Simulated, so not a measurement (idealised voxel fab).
Module name: voxel transistor to metal (process module)
Displayed cross-section: cut, width of 160 nm, square cells sized 5 nm.
Square cells in a grid make up a cross-section in this document, and the grid is given as bands, listed from the top down, each one or more rows of cells.
Top height, bottom height, nm. Materials left to right, width each, nm. Single material + "edge to edge" = fills band edge to edge. "empty" = empty.
Zero point of the height axis is 0; under it, received wafer = one material. Lowest band: continues down indefinitely, "top 0, no bottom".
Graded width ("30 to 40"): value in top row of band = first number; value in bottom row = second number; row-to-row change constant.
The cross-section has no changed cell in any step marked "changes: none".
The entry titled "Internal closed voids" provides the empty spaces that have no open way to the top, restricted to those of 8 cells or more. Each is presented as width x height at distance, the distance being measured from the left edge, with all three in nm.
after a step's settings: what the simulator itself notes on the step
You can add "overlay nm" to a step's line. For a step with a mask, it describes how far the mask lay to the right of its planned position, and a negative number describes a lay to the left.

## The planned process steps are enumerated hereunder
1: RECEIVE | material Si
2: CONFORMAL_DEP | material SiO2 | thk nm 5
3: CONFORMAL_DEP | material SiN | thk nm 10
4: PATTERN | tone cover | mask id ACTIVE | material resist | width nm 125 | thk nm 20 | overlay nm 0
5: DIRECTIONAL_ETCH | etch materials SiN | depth nm 10
6: DIRECTIONAL_ETCH | etch materials SiO2 | depth nm 5
7: DIRECTIONAL_ETCH | etch materials Si | depth nm 35
8: STRIP | etch materials resist
9: FILL_DEP | material SiO2 | thk nm 15
10: CMP | height nm 15
11: SELECTIVE_ETCH | etch materials SiO2 | depth nm 5
12: STRIP | etch materials SiN
13: SELECTIVE_ETCH | etch materials SiO2 | depth nm 5
14: OXIDIZE | depth nm 5
15: DIRECTIONAL_DEP | material polySi | thk nm 20
16: DIRECTIONAL_DEP | material SiCN | thk nm 10
17: PATTERN | tone cover | mask id GATE | material resist | width nm 35 | thk nm 15 | overlay nm 0
18: DIRECTIONAL_ETCH | etch materials SiCN | depth nm 20
19: DIRECTIONAL_ETCH | etch materials polySi | depth nm 30
20: STRIP | etch materials resist
21: CONFORMAL_DEP | material SiO2 | thk nm 5
22: DIRECTIONAL_ETCH | etch materials SiO2 | depth nm 5
23: CONFORMAL_DEP | material SiN | thk nm 5
24: DIRECTIONAL_ETCH | etch materials SiN | depth nm 5
25: DIRECTIONAL_ETCH | etch materials SiO2 | depth nm 5
26: DIRECTIONAL_ETCH | etch materials Si | depth nm 5
27: EPI | material SiGe | thk nm 5
28: FILL_DEP | material SiO2 | thk nm 5
29: CMP | height nm 20
30: STRIP | etch materials polySi
31: SELECTIVE_ETCH | etch materials SiO2 | depth nm 5
32: CONFORMAL_DEP | material HfO2 | thk nm 5
33: CONFORMAL_DEP | material TiN | thk nm 5
34: FILL_DEP | material W | thk nm 5
35: CMP | height nm 15
36: DIRECTIONAL_DEP | material SiO2 | thk nm 15
37: MASKED_ETCH | tone open | mask id CONTACT | width nm 20 | pitch nm 85 | etch materials SiO2 | depth nm 35 | overlay nm 0
38: CONFORMAL_DEP | material TiN | thk nm 5
39: FILL_DEP | material Ru | thk nm 5
40: CMP | height nm 30
41: CONFORMAL_DEP | material SiN | thk nm 5
42: DIRECTIONAL_DEP | material lowk | thk nm 20
43: PATTERN | tone open | mask id METAL_1 | material resist | width nm 20 | pitch nm 85 | thk nm 20 | overlay nm 0
44: DIRECTIONAL_ETCH | etch materials lowk | depth nm 20
45: DIRECTIONAL_ETCH | etch materials SiN | depth nm 5
46: STRIP | etch materials resist
47: CONFORMAL_DEP | material TiN | thk nm 5
48: FILL_DEP | material Ru | thk nm 5
49: CMP | height nm 55
50: CONFORMAL_DEP | material SiCN | thk nm 5
51: DIRECTIONAL_DEP | material SiO2 | thk nm 30
52: PATTERN | tone open | mask id METAL_2_HOLES | material resist | width nm 15 | pitch nm 85 | thk nm 20 | overlay nm 0
53: DIRECTIONAL_ETCH | etch materials SiO2 | depth nm 30
54: STRIP | etch materials resist
55: PATTERN | tone open | mask id METAL_2 | material resist | width nm 20 | pitch nm 85 | thk nm 15 | overlay nm 0
56: DIRECTIONAL_ETCH | etch materials SiO2 | depth nm 15
57: DIRECTIONAL_ETCH | etch materials SiCN | depth nm 5
58: STRIP | etch materials resist
59: CONFORMAL_DEP | material TiN | thk nm 5
60: FILL_DEP | material Cu | thk nm 10
61: CMP | height nm 90
62: CONFORMAL_DEP | material SiN | thk nm 5

## As-received state of the wafer in cross-section, equivalent to post-step 1
    top 0, no bottom | Si edge to edge
    Internal closed voids: none

## first wafer at the end, as planned
    top 95, bottom 90 | SiN edge to edge
    top 90, bottom 80 | SiO2 25 nm / TiN 5 nm / Cu 10 nm / TiN 5 nm / SiO2 65 nm / TiN 5 nm / Cu 10 nm / TiN 5 nm / SiO2 30 nm
    top 80, bottom 75 | SiO2 25 nm / TiN 5 nm / Cu 5 nm / TiN 10 nm / SiO2 65 nm / TiN 5 nm / Cu 5 nm / TiN 10 nm / SiO2 30 nm
    top 75, bottom 60 | SiO2 25 nm / TiN 5 nm / Cu 5 nm / TiN 5 nm / SiO2 70 nm / TiN 5 nm / Cu 5 nm / TiN 5 nm / SiO2 35 nm
    top 60, bottom 55 | SiCN 25 nm / TiN 15 nm / SiCN 70 nm / TiN 15 nm / SiCN 35 nm
    top 55, bottom 35 | lowk 25 nm / TiN 5 nm / Ru 10 nm / TiN 5 nm / lowk 65 nm / TiN 5 nm / Ru 10 nm / TiN 5 nm / lowk 30 nm
    top 35, bottom 30 | SiN 25 nm / TiN 20 nm / SiN 65 nm / TiN 20 nm / SiN 30 nm
    top 30, bottom 15 | SiO2 25 nm / TiN 5 nm / Ru 10 nm / TiN 5 nm / SiO2 65 nm / TiN 5 nm / Ru 10 nm / TiN 5 nm / SiO2 30 nm
    top 15, bottom 5 | SiO2 25 nm / TiN 5 nm / Ru 10 nm / TiN 5 nm / SiO2 5 nm / SiN 5 nm / HfO2 5 nm / TiN 5 nm / W 25 nm / TiN 5 nm / HfO2 5 nm / SiN 5 nm / SiO2 5 nm / TiN 5 nm / Ru 10 nm / TiN 5 nm / SiO2 30 nm
    top 5, bottom 0 | SiO2 15 nm / SiN 5 nm / SiO2 5 nm / TiN 5 nm / Ru 10 nm / TiN 5 nm / SiO2 5 nm / SiN 5 nm / HfO2 5 nm / TiN 35 nm / HfO2 5 nm / SiN 5 nm / SiO2 5 nm / TiN 5 nm / Ru 10 nm / TiN 5 nm / SiO2 5 nm / SiN 5 nm / SiO2 20 nm
    top 0, bottom -5 | SiO2 20 nm / SiGe 5 nm / TiN 20 nm / SiGe 5 nm / SiO2 5 nm / HfO2 45 nm / SiO2 5 nm / SiGe 5 nm / TiN 20 nm / SiGe 5 nm / SiO2 25 nm
    top -5, bottom -10 | SiO2 15 nm / Si 5 nm / SiGe 30 nm / Si 55 nm / SiGe 30 nm / Si 5 nm / SiO2 20 nm
    top -10, bottom -35 | SiO2 15 nm / Si 125 nm / SiO2 20 nm
    top -35, no bottom | Si edge to edge
    Internal closed voids: none

## Wafer two (of two), end-of-module cross-section: start = wafer one, plan = wafer one, one run mistake
    top 95, bottom 90 | SiN edge to edge
    top 90, bottom 80 | SiO2 25 nm / TiN 5 nm / Cu 10 nm / TiN 5 nm / SiO2 65 nm / TiN 5 nm / Cu 10 nm / TiN 5 nm / SiO2 30 nm
    top 80, bottom 75 | SiO2 25 nm / TiN 5 nm / Cu 5 nm / TiN 10 nm / SiO2 65 nm / TiN 5 nm / Cu 5 nm / TiN 10 nm / SiO2 30 nm
    top 75, bottom 60 | SiO2 25 nm / TiN 5 nm / Cu 5 nm / TiN 5 nm / SiO2 70 nm / TiN 5 nm / Cu 5 nm / TiN 5 nm / SiO2 35 nm
    top 60, bottom 55 | SiCN 25 nm / TiN 15 nm / SiCN 70 nm / TiN 15 nm / SiCN 35 nm
    top 55, bottom 35 | lowk 25 nm / TiN 5 nm / Ru 10 nm / TiN 5 nm / lowk 65 nm / TiN 5 nm / Ru 10 nm / TiN 5 nm / lowk 30 nm
    top 35, bottom 30 | SiN 25 nm / TiN 20 nm / SiN 65 nm / TiN 20 nm / SiN 30 nm
    top 30, bottom 25 | SiO2 25 nm / TiN 5 nm / Ru 10 nm / TiN 5 nm / SiO2 65 nm / TiN 5 nm / Ru 10 nm / TiN 5 nm / SiO2 30 nm
    top 25, bottom 20 | SiO2 25 nm / TiN 20 nm / SiO2 65 nm / TiN 20 nm / SiO2 30 nm
    top 20, bottom 15 | HfO2 50 nm / SiN 5 nm / HfO2 5 nm / TiN 5 nm / W 25 nm / TiN 5 nm / HfO2 5 nm / SiN 5 nm / HfO2 55 nm
    top 15, bottom 5 | SiO2 50 nm / SiN 5 nm / HfO2 5 nm / TiN 5 nm / W 25 nm / TiN 5 nm / HfO2 5 nm / SiN 5 nm / SiO2 55 nm
    top 5, bottom 0 | SiO2 15 nm / SiN 5 nm / SiO2 30 nm / SiN 5 nm / HfO2 5 nm / TiN 35 nm / HfO2 5 nm / SiN 5 nm / SiO2 30 nm / SiN 5 nm / SiO2 20 nm
    top 0, bottom -5 | SiO2 20 nm / SiGe 5 nm / SiO2 20 nm / SiGe 5 nm / SiO2 5 nm / HfO2 45 nm / SiO2 5 nm / SiGe 5 nm / SiO2 20 nm / SiGe 5 nm / SiO2 25 nm
    top -5, bottom -10 | SiO2 15 nm / Si 5 nm / SiGe 30 nm / Si 55 nm / SiGe 30 nm / Si 5 nm / SiO2 20 nm
    top -10, bottom -35 | SiO2 15 nm / Si 125 nm / SiO2 20 nm
    top -35, no bottom | Si edge to edge
    Internal closed voids: none
Here's what went sideways: step 35 went in with a setting other than planned; the actual run was CMP | height nm 20
It is noted that, at the conclusion of processing, the second wafer exhibits a higher or lower cell count for certain materials relative to the first: 23 more of HfO2, 20 fewer of Ru, 2 more of SiN, 8 more of SiO2, 18 fewer of TiN, 5 more of W
